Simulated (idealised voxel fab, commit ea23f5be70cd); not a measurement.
Module name: voxel transistor to metal (process module)
The cross-section on display is named cut; it measures 160 nm wide, and its cells are 5 nm squares.
Cross-section, as written here: a square-cell grid given band by band from the top down, where a band holds one or more rows of cells. A band entry consists of two parts. The first gives the height of the band's top and the height of its bottom, in nm. The rest lists the band's materials from left to right, each with its width in nm. A single material labelled with the word "edge to edge" fills the band from edge to edge, and the word "blank" marks empty space. The reference from which all heights are counted is 0, the level beneath which the as-received wafer is entirely one material; the lowest band, having no lower bound, proceeds downward and is written after the example "0..down". Quick explanation for "30..40": the width changes in equal steps down the rows of cells, from the first number in the band's top row to the second number in its bottom row. Any step labelled "changes: none" changed none of the cells in the cross-section. "Sealed void inventory" - sealed voids, min. 8 cells, no opening to top; format: width x height at distance (distance from left edge; nm throughout). Anything after a step's settings on that line? It's the simulator's own note about the step. You can add "overlay nm" to a step's line. For a step with a mask, it describes how far the mask lay to the right of its planned position, and a negative number describes a lay to the left.
The planned process steps are enumerated hereunder
1,op RECEIVE | material Si
2,op OXIDIZE | depth nm 5
3,op CONFORMAL_DEP | material SiN | thk nm 10
4,op MASKED_ETCH | tone cover | mask id ACTIVE | width nm 100 | etch materials SiN | depth nm 10 | overlay nm 0
5,op MASKED_ETCH | tone cover | mask id ACTIVE | width nm 100 | etch materials SiO2 | depth nm 5 | overlay nm 0
6,op MASKED_ETCH | tone cover | mask id ACTIVE | width nm 100 | etch materials Si | depth nm 25 | overlay nm 0
7,op OXIDIZE | depth nm 5
8,op FILL_DEP | material SiO2 | thk nm 15
9,op CMP | height nm 10
10,op SELECTIVE_ETCH | etch materials SiO2 | depth nm 5
11,op STRIP | etch materials SiN
12,op SELECTIVE_ETCH | etch materials SiO2 | depth nm 5
13,op OXIDIZE | depth nm 5
14,op DIRECTIONAL_DEP | material polySi | thk nm 30
15,op DIRECTIONAL_DEP | material SiCN | thk nm 10
16,op MASKED_ETCH | tone cover | mask id GATE | width nm 20 | etch materials SiCN | depth nm 20 | overlay nm 0
17,op MASKED_ETCH | tone cover | mask id GATE | width nm 15 | etch materials polySi | depth nm 40 | overlay nm 0
18,op CONFORMAL_DEP | material SiN | thk nm 5
19,op DIRECTIONAL_ETCH | etch materials SiN | depth nm 5
20,op DIRECTIONAL_ETCH | etch materials SiO2 | depth nm 5
21,op EPI | material pSi | thk nm 5
22,op FILL_DEP | material SiO2 | thk nm 10
23,op CMP | height nm 35
24,op DIRECTIONAL_DEP | material SiO2 | thk nm 15
25,op MASKED_ETCH | tone open | mask id CONTACT | width nm 15 | pitch nm 75 | etch materials SiO2 | depth nm 55 | overlay nm 0
26,op CONFORMAL_DEP | material TiN | thk nm 5
27,op FILL_DEP | material Ru | thk nm 5
28,op CMP | height nm 50
29,op CONFORMAL_DEP | material SiCN | thk nm 5
30,op DIRECTIONAL_DEP | material SiO2 | thk nm 25
31,op PATTERN | tone open | mask id METAL_1 | material resist | width nm 15 | pitch nm 75 | thk nm 15 | overlay nm 0
32,op DIRECTIONAL_ETCH | etch materials SiO2 | depth nm 25
33,op DIRECTIONAL_ETCH | etch materials SiCN | depth nm 5
34,op STRIP | etch materials resist
35,op CONFORMAL_DEP | material TiN | thk nm 5
36,op FILL_DEP | material Ru | thk nm 5
37,op CMP | height nm 80
38,op EPI | material Ru | thk nm 5
39,op FILL_DEP | material SiCN | thk nm 5
Variable across wafers: step 17 width nm (plan value is that of the first wafer; starting state common to all).
Cross-section of the first incoming wafer of several, state after step 1
* 0..down  Si edge to edge
* Sealed void inventory: none
Per wafer (row), end of module: delta in cells per material since receipt, (+) for gained, (-) for lost; closed voids after that
width nm 15 | +40 Ru | -134 Si | +88 SiCN | +18 SiN | +454 SiO2 | +72 TiN | +14 pSi | +24 polySi | Sealed void inventory: none
width nm 20 | +40 Ru | -134 Si | +88 SiCN | +18 SiN | +454 SiO2 | +72 TiN | +14 pSi | +24 polySi | Sealed void inventory: none
width nm 25 | +40 Ru | -134 Si | +88 SiCN | +18 SiN | +449 SiO2 | +72 TiN | +13 pSi | +30 polySi | Sealed void inventory: none
width nm 30 | +40 Ru | -134 Si | +88 SiCN | +18 SiN | +444 SiO2 | +72 TiN | +12 pSi | +36 polySi | Sealed void inventory: none
